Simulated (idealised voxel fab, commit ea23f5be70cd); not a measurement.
Presented below is a process module, voxel wiring stack.
255 nm wide, 5 nm square cells: that's cross-section cut.
Format of a cross-section: grid, square cells. Given as bands. Order: top down. Band: one or more rows of cells.
Heights first: top, then bottom, in nm. Then materials, left to right, each with a width in nm. "everywhere" on a single material: fills the band edge to edge. "empty": empty space.
Ref level 0: as-received wafer is one material below here. Bottom band extends down with no lower bound ("0 and below").
Think of "30 to 40" as a width that walks from the first number to the second as you go down the band, top row to bottom row, taking equal-sized steps from row to row.
"nothing got changed" for a step: no cell of the cross-section changed in that step.
"Enclosed void listing" enumerates empty spaces isolated from the top, with no open way to it, that contain at least 8 cells, giving each as width x height at distance from the left edge, all three in nm.
Note: text after step settings on the step line = simulator remark on that step.
You can add "overlay nm" to a step's line. For a step with a mask, it describes how far the mask lay to the right of its planned position, and a negative number describes a lay to the left.
**Set out below are the planned steps of the process**
| 1 | op RECEIVE | material Si |
| 2 | op CONFORMAL_DEP | material SiO2 | thk nm 10 |
| 3 | op CONFORMAL_DEP | material SiCN | thk nm 5 |
| 4 | op DIRECTIONAL_DEP | material SiO2 | thk nm 15 |
| 5 | op MASKED_ETCH | tone open | mask id METAL_1 | width nm 20 | pitch nm 50 | etch materials SiO2 | depth nm 15 | overlay nm 0 |
| 6 | op MASKED_ETCH | tone open | mask id METAL_1 | width nm 20 | pitch nm 50 | etch materials SiCN | depth nm 5 | overlay nm 0 |
| 7 | op CONFORMAL_DEP | material TiN | thk nm 5 |
| 8 | op FILL_DEP | material Cu | thk nm 10 |
| 9 | op CMP | height nm 30 |
| 10 | op CONFORMAL_DEP | material SiCN | thk nm 5 |
| 11 | op DIRECTIONAL_DEP | material SiO2 | thk nm 15 |
| 12 | op MASKED_ETCH | tone open | mask id PLUG_1 | width nm 15 | pitch nm 100 | etch materials SiO2 | depth nm 15 | overlay nm 0 |
| 13 | op MASKED_ETCH | tone open | mask id PLUG_1 | width nm 15 | pitch nm 100 | etch materials SiCN | depth nm 5 | overlay nm 0 |
| 14 | op EPI | material Ru | thk nm 10 |
| 15 | op EPI | material Ru | thk nm 10 |
| 16 | op DIRECTIONAL_DEP | material TiN | thk nm 5 |
| 17 | op DIRECTIONAL_DEP | material Ru | thk nm 20 |
| 18 | op MASKED_ETCH | tone cover | mask id METAL_2 | width nm 20 | pitch nm 50 | etch materials Ru | depth nm 20 | overlay nm 0 |
| 19 | op MASKED_ETCH | tone cover | mask id METAL_2 | width nm 20 | pitch nm 50 | etch materials TiN | depth nm 5 | overlay nm 0 |
| 20 | op FILL_DEP | material lowk | thk nm 5 |
| 21 | op CMP | height nm 75 |
| 22 | op CONFORMAL_DEP | material SiCN | thk nm 5 |
**Account of the first of two wafers, which was processed as intended**
**Incoming wafer in cross-section (state: after step 1)**
* 0 and below | Si everywhere
* Enclosed void listing: none
**Wafer after step 2 (cross-section)**
* 10 down to 0 | SiO2 everywhere
* No changes below 0.
**Wafer after step 3 (cross-section)**
* 15 down to 10 | SiCN everywhere
* No changes below 10.
**Wafer after step 4 (cross-section)**
* 30 down to 15 | SiO2 everywhere
* No changes below 15.
**Wafer after step 5 (cross-section)**
* 30 down to 15 | SiO2 40  empty 20  SiO2 30  empty 20  SiO2 30  empty 20  SiO2 30  empty 20  SiO2 45
* No changes below 15.
**Wafer after step 6 (cross-section)**
* 30 down to 15 | SiO2 40  empty 20  SiO2 30  empty 20  SiO2 30  empty 20  SiO2 30  empty 20  SiO2 45
* 15 down to 10 | SiCN 40  empty 20  SiCN 30  empty 20  SiCN 30  empty 20  SiCN 30  empty 20  SiCN 45
* No changes below 10.
**Wafer after step 7 (cross-section)**
* 35 down to 30 | TiN 45  empty 10  TiN 40  empty 10  TiN 40  empty 10  TiN 40  empty 10  TiN 50
* 30 down to 15 | SiO2 40  TiN 5  empty 10  TiN 5  SiO2 30  TiN 5  empty 10  TiN 5  SiO2 30  TiN 5  empty 10  TiN 5  SiO2 30  TiN 5  empty 10  TiN 5  SiO2 45
* 15 down to 10 | SiCN 40  TiN 20  SiCN 30  TiN 20  SiCN 30  TiN 20  SiCN 30  TiN 20  SiCN 45
* No changes below 10.
**Wafer after step 8 (cross-section)**
* 45 down to 35 | Cu everywhere
* 35 down to 30 | TiN 45  Cu 10  TiN 40  Cu 10  TiN 40  Cu 10  TiN 40  Cu 10  TiN 50
* 30 down to 15 | SiO2 40  TiN 5  Cu 10  TiN 5  SiO2 30  TiN 5  Cu 10  TiN 5  SiO2 30  TiN 5  Cu 10  TiN 5  SiO2 30  TiN 5  Cu 10  TiN 5  SiO2 45
* No changes below 15.
**Wafer after step 9 (cross-section)**
* 30 down to 15 | SiO2 40  TiN 5  Cu 10  TiN 5  SiO2 30  TiN 5  Cu 10  TiN 5  SiO2 30  TiN 5  Cu 10  TiN 5  SiO2 30  TiN 5  Cu 10  TiN 5  SiO2 45
* No changes below 15.
**Wafer after step 10 (cross-section)**
* 35 down to 30 | SiCN everywhere
* No changes below 30.
**Wafer after step 11 (cross-section)**
* 50 down to 35 | SiO2 everywhere
* No changes below 35.
**Wafer after step 12 (cross-section)**
* 50 down to 35 | SiO2 40  empty 15  SiO2 85  empty 15  SiO2 100
* No changes below 35.
**Wafer after step 13 (cross-section)**
* 50 down to 35 | SiO2 40  empty 15  SiO2 85  empty 15  SiO2 100
* 35 down to 30 | SiCN 40  empty 15  SiCN 85  empty 15  SiCN 100
* No changes below 30.
**Wafer after step 14 (cross-section)**
* 50 down to 40 | SiO2 40  empty 15  SiO2 85  empty 15  SiO2 100
* 40 down to 35 | SiO2 40  Ru 15  SiO2 85  Ru 15  SiO2 100
* 35 down to 30 | SiCN 40  Ru 15  SiCN 85  Ru 15  SiCN 100
* No changes below 30.
**Wafer after step 15 (cross-section)**
* 50 down to 35 | SiO2 40  Ru 15  SiO2 85  Ru 15  SiO2 100
* No changes below 35.
**Wafer after step 16 (cross-section)**
* 55 down to 50 | TiN everywhere
* No changes below 50.
**Wafer after step 17 (cross-section)**
* 75 down to 55 | Ru everywhere
* No changes below 55.
**Wafer after step 18 (cross-section)**
* 75 down to 55 | empty 40  Ru 20  empty 30  Ru 20  empty 30  Ru 20  empty 30  Ru 20  empty 45
* No changes below 55.
**Wafer after step 19 (cross-section)**
* 75 down to 55 | empty 40  Ru 20  empty 30  Ru 20  empty 30  Ru 20  empty 30  Ru 20  empty 45
* 55 down to 50 | empty 40  TiN 20  empty 30  TiN 20  empty 30  TiN 20  empty 30  TiN 20  empty 45
* No changes below 50.
**Wafer after step 20 (cross-section)**
* 80 down to 75 | lowk everywhere
* 75 down to 55 | lowk 40  Ru 20  lowk 30  Ru 20  lowk 30  Ru 20  lowk 30  Ru 20  lowk 45
* 55 down to 50 | lowk 40  TiN 20  lowk 30  TiN 20  lowk 30  TiN 20  lowk 30  TiN 20  lowk 45
* No changes below 50.
**Wafer after step 21 (cross-section)**
* 75 down to 55 | lowk 40  Ru 20  lowk 30  Ru 20  lowk 30  Ru 20  lowk 30  Ru 20  lowk 45
* No changes below 55.
**Wafer after step 22 (cross-section)**
* 80 down to 75 | SiCN everywhere
* No changes below 75.
**Companion wafer, the second of two: same beginning, same intended sequence, one mistake in carrying it out; through step 11 inclusive it tracks the first exactly**
**Cross-section, second wafer, at the end time the plan gives for step 12**
* 50 down to 35 | SiO2 40  empty 20  SiO2 80  empty 20  SiO2 95
* No changes below 35.
**Cross-section, second wafer, at the end time the plan gives for step 13**
* 50 down to 35 | SiO2 40  empty 20  SiO2 80  empty 20  SiO2 95
* 35 down to 30 | SiCN 40  empty 15  SiCN 85  empty 15  SiCN 100
* No changes below 30.
**Cross-section, second wafer, at the end time the plan gives for step 14**
* 50 down to 40 | SiO2 40  empty 20  SiO2 80  empty 20  SiO2 95
* 40 down to 35 | SiO2 40  Ru 20  SiO2 80  Ru 20  SiO2 95
* 35 down to 30 | SiCN 40  Ru 15  SiCN 85  Ru 15  SiCN 100
* No changes below 30.
**Cross-section, second wafer, at the end time the plan gives for step 15**
* 50 down to 35 | SiO2 40  Ru 20  SiO2 80  Ru 20  SiO2 95
* No changes below 35.
**Cross-section, second wafer, at the end time the plan gives for step 16**
* 55 down to 50 | TiN everywhere
* No changes below 50.
**Cross-section, second wafer, at the end time the plan gives for step 17**
* 75 down to 55 | Ru everywhere
* No changes below 55.
**Cross-section, second wafer, at the end time the plan gives for step 18**
* 75 down to 55 | empty 40  Ru 20  empty 30  Ru 20  empty 30  Ru 20  empty 30  Ru 20  empty 45
* No changes below 55.
**Cross-section, second wafer, at the end time the plan gives for step 19**
* 75 down to 55 | empty 40  Ru 20  empty 30  Ru 20  empty 30  Ru 20  empty 30  Ru 20  empty 45
* 55 down to 50 | empty 40  TiN 20  empty 30  TiN 20  empty 30  TiN 20  empty 30  TiN 20  empty 45
* No changes below 50.
**Cross-section, second wafer, at the end time the plan gives for step 20**
* 80 down to 75 | lowk everywhere
* 75 down to 55 | lowk 40  Ru 20  lowk 30  Ru 20  lowk 30  Ru 20  lowk 30  Ru 20  lowk 45
* 55 down to 50 | lowk 40  TiN 20  lowk 30  TiN 20  lowk 30  TiN 20  lowk 30  TiN 20  lowk 45
* No changes below 50.
**Cross-section, second wafer, at the end time the plan gives for step 21**
* 75 down to 55 | lowk 40  Ru 20  lowk 30  Ru 20  lowk 30  Ru 20  lowk 30  Ru 20  lowk 45
* No changes below 55.
**Cross-section, second wafer, at the end time the plan gives for step 22**
* 80 down to 75 | SiCN everywhere
* No changes below 75.
Plan not followed: heads up, step 12 didn't go per plan, it actually ran as op MASKED_ETCH | tone open | mask id PLUG_1 | width nm 20 | pitch nm 100 | etch materials SiO2 | depth nm 15 | overlay nm 0
Wafer comparison, final, in cells, second relative to first, materials more or fewer: +6 Ru; -6 SiO2
